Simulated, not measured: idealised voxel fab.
process module | voxel self aligned contacts
cross-section cut | 220 nm wide | cells 5 nm
A cross-section is a grid of square cells, given in bands from the top down. A band is one or more rows of cells.
Each band's line starts with the height of the band's top and of its bottom, in nm. Then come its materials from left to right, each with its width in nm. One material with "throughout" fills the band from edge to edge. "air" is empty space.
Height 0 is the level under which the wafer as received is all one material. The lowest band goes on downwards, as in "0 down".
A width such as "30 to 40" changes by the same amount from each row of cells to the next, from the band's top row to its bottom row.
"no change" after a step means that no cell of the cross-section changed.
closed voids: empty space of 8 cells or more with no open way to the top, each as width x height at its distance from the left edge, in nm
after a step's settings: what the simulator itself notes on the step
overlay nm, on a step with a mask: how far to the right of its planned place the mask lay; to the left if negative
plan
1 op RECEIVE | material Si
2 op OXIDIZE | depth nm 5
3 op DIRECTIONAL_DEP | material polySi | thk nm 30
4 op DIRECTIONAL_DEP | material SiN | thk nm 15
5 op MASKED_ETCH | tone cover | mask id GATE | width nm 30 | pitch nm 60 | etch materials SiN | depth nm 15 | overlay nm 0
6 op MASKED_ETCH | tone cover | mask id GATE | width nm 30 | pitch nm 60 | etch materials polySi | depth nm 30 | overlay nm 0
7 op CONFORMAL_DEP | material SiN | thk nm 5
8 op DIRECTIONAL_ETCH | etch materials SiN | depth nm 5
9 op FILL_DEP | material SiO2 | thk nm 15
10 op CMP | height nm 55
11 op PATTERN | tone open | mask id CONTACT | material resist | width nm 40 | pitch nm 60 | thk nm 20 | overlay nm 0
12 op DIRECTIONAL_ETCH | etch materials SiO2 | depth nm 60
13 op STRIP | etch materials resist
14 op CONFORMAL_DEP | material TiN | thk nm 5
15 op FILL_DEP | material W | thk nm 5
16 op CMP | height nm 55
17 op CONFORMAL_DEP | material SiN | thk nm 5
as received, after step 1
  0 down: Si throughout
  closed voids: none
first wafer at the end, as planned
  60 to 55: SiN throughout
  55 to 45: SiO2 60 | TiN 5 to 15 | W 30 to 10 | TiN 5 to 15 | SiO2 20 | TiN 5 to 15 | W 30 to 10 | TiN 5 to 15 | SiO2 60
  45 to 30: SiO2 30 | SiN 40 | TiN 5 | W 10 | TiN 5 | SiN 40 | TiN 5 | W 10 | TiN 5 | SiN 40 | SiO2 30
  30 to 0: SiO2 30 | SiN 5 | polySi 30 | SiN 5 | TiN 5 | W 10 | TiN 5 | SiN 5 | polySi 30 | SiN 5 | TiN 5 | W 10 | TiN 5 | SiN 5 | polySi 30 | SiN 5 | SiO2 30
  0 to -5: SiO2 70 | TiN 20 | SiO2 40 | TiN 20 | SiO2 70
  -5 down: Si throughout
  closed voids: none
second wafer at the end: like start, like plan, one mistake
  60 to 55: SiN throughout
  55 to 50: SiO2 60 | TiN 15 | W 10 | TiN 15 | SiO2 20 | TiN 15 | W 10 | TiN 15 | SiO2 60
  50 to 40: SiO2 30 | SiN 40 | TiN 5 | W 10 | TiN 5 | SiN 40 | TiN 5 | W 10 | TiN 5 | SiN 40 | SiO2 30
  40 to 35: SiO2 30 | SiN 40 | TiN 20 | SiN 40 | TiN 20 | SiN 40 | SiO2 30
  35 to 30: SiN throughout
  30 to 0: polySi throughout
  0 to -5: SiO2 throughout
  -5 down: Si throughout
  closed voids: none
what went wrong: step 4 ran as: op DIRECTIONAL_DEP | material SiN | thk nm 20
at the end the second wafer has, in cells: 8 more of SiN | 92 fewer of SiO2 | 32 fewer of TiN | 40 fewer of W | 156 more of polySi
